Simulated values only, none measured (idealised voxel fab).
A process module follows: voxel self aligned contacts.
For reference, the cross-section in this document is cut, with width 230 nm and square cells of 5 nm.
A cross-section is written here as square cells arranged in a grid, and it is given in bands from the top down, each band taking up one or more rows of cells.
In this notation a band is specified by the heights of its top and bottom, in that order and in nm, after which its materials appear from left to right, each paired with its width in nm. The word "throughout" attached to a single material means that material fills the band from edge to edge; the word "air" stands for empty space.
Height datum 0, below which the as-received substrate wafer is one material. Lowest band open at the bottom, running downward: "0 down".
You'd read "30->40" like this: the band's top row of cells is as wide as the first number, its bottom row is as wide as the second, and going down, every row changes width by the same amount as the row before did.
You'll sometimes find "nothing was modified" written for a step, and that's the way of saying that nowhere in the cross-section did a cell change during that step.
Any empty space of 8 cells or more lacking an open way to the top shows up in "Closed void table" as width x height at distance, distance from the left edge, in nm.
The remark found on a step's line after its settings is issued by the simulator itself and pertains to that step.
The setting "overlay nm" may be written on the line of a step. When the step uses a mask, the value reports how far to the right of the planned place the mask lay, and a negative value reports that it lay to the left.
[Process steps foreseen in the plan]
step 1: op RECEIVE | material Si
step 2: op CONFORMAL_DEP | material SiO2 | thk nm 5
step 3: op DIRECTIONAL_DEP | material polySi | thk nm 20
step 4: op DIRECTIONAL_DEP | material SiN | thk nm 15
step 5: op DIRECTIONAL_DEP | material aC | thk nm 15
step 6: op PATTERN | tone cover | mask id GATE | material resist | width nm 30 | pitch nm 55 | thk nm 30 | overlay nm 0
step 7: op DIRECTIONAL_ETCH | etch materials aC | depth nm 15
step 8: op STRIP | etch materials resist
step 9: op DIRECTIONAL_ETCH | etch materials SiN | depth nm 15
step 10: op DIRECTIONAL_ETCH | etch materials polySi | depth nm 20
step 11: op STRIP | etch materials aC
step 12: op CONFORMAL_DEP | material SiN | thk nm 5
step 13: op DIRECTIONAL_ETCH | etch materials SiN | depth nm 5
step 14: op FILL_DEP | material SiO2 | thk nm 15
step 15: op CMP | height nm 50
step 16: op DIRECTIONAL_DEP | material aC | thk nm 15
step 17: op PATTERN | tone open | mask id CONTACT | material resist | width nm 35 | pitch nm 55 | thk nm 35 | overlay nm 0
step 18: op DIRECTIONAL_ETCH | etch materials aC | depth nm 15
step 19: op STRIP | etch materials resist
step 20: op DIRECTIONAL_ETCH | etch materials SiO2 | depth nm 50
step 21: op STRIP | etch materials aC
step 22: op CONFORMAL_DEP | material TiN | thk nm 5
step 23: op FILL_DEP | material Ru | thk nm 5
step 24: op CMP | height nm 50
step 25: op CONFORMAL_DEP | material SiCN | thk nm 5
Where the wafers of this document differ is in the thk nm of step 25; they start out the same, and the plan states the value that applied to the first wafer.
[As-received state after step 1, first of several wafers, cross-section]
  0 down = Si throughout
  Closed void table: none
[First of several wafers: cross-section at the end of the module, after step 25, its last step]
  55 to 50 = SiCN throughout
  50 to 40 = SiO2: 70; TiN: 5->15; Ru: 25->5; TiN: 5->15; SiO2: 20; TiN: 5->15; Ru: 25->5; TiN: 5->15; SiO2: 70
  40 to 25 = SiO2: 40; SiN: 40; TiN: 5; Ru: 5; TiN: 5; SiN: 40; TiN: 5; Ru: 5; TiN: 5; SiN: 40; SiO2: 40
  25 to 5 = SiO2: 40; SiN: 5; polySi: 30; SiN: 5; TiN: 5; Ru: 5; TiN: 5; SiN: 5; polySi: 30; SiN: 5; TiN: 5; Ru: 5; TiN: 5; SiN: 5; polySi: 30; SiN: 5; SiO2: 40
  5 to 0 = SiO2: 80; TiN: 15; SiO2: 40; TiN: 15; SiO2: 80
  0 down = Si throughout
  Closed void table: none
[Cross-section, module end, final of several wafers]
  70 to 50 = SiCN throughout
  50 to 40 = SiO2: 70; TiN: 5->15; Ru: 25->5; TiN: 5->15; SiO2: 20; TiN: 5->15; Ru: 25->5; TiN: 5->15; SiO2: 70
  40 to 25 = SiO2: 40; SiN: 40; TiN: 5; Ru: 5; TiN: 5; SiN: 40; TiN: 5; Ru: 5; TiN: 5; SiN: 40; SiO2: 40
  25 to 5 = SiO2: 40; SiN: 5; polySi: 30; SiN: 5; TiN: 5; Ru: 5; TiN: 5; SiN: 5; polySi: 30; SiN: 5; TiN: 5; Ru: 5; TiN: 5; SiN: 5; polySi: 30; SiN: 5; SiO2: 40
  5 to 0 = SiO2: 80; TiN: 15; SiO2: 40; TiN: 15; SiO2: 80
  0 down = Si throughout
  Closed void table: none
[So in this table every wafer gets its own row, and what you see is where it stands at the end of the module: for each material, how many cells it picked up (+) or gave up (-) since we received it, and after that its closed voids]
thk nm 5; +26 Ru; +46 SiCN; +96 SiN; +216 SiO2; +50 TiN; +72 polySi; Closed void table: none
thk nm 10; +26 Ru; +92 SiCN; +96 SiN; +216 SiO2; +50 TiN; +72 polySi; Closed void table: none
thk nm 15; +26 Ru; +138 SiCN; +96 SiN; +216 SiO2; +50 TiN; +72 polySi; Closed void table: none
thk nm 20; +26 Ru; +184 SiCN; +96 SiN; +216 SiO2; +50 TiN; +72 polySi; Closed void table: none
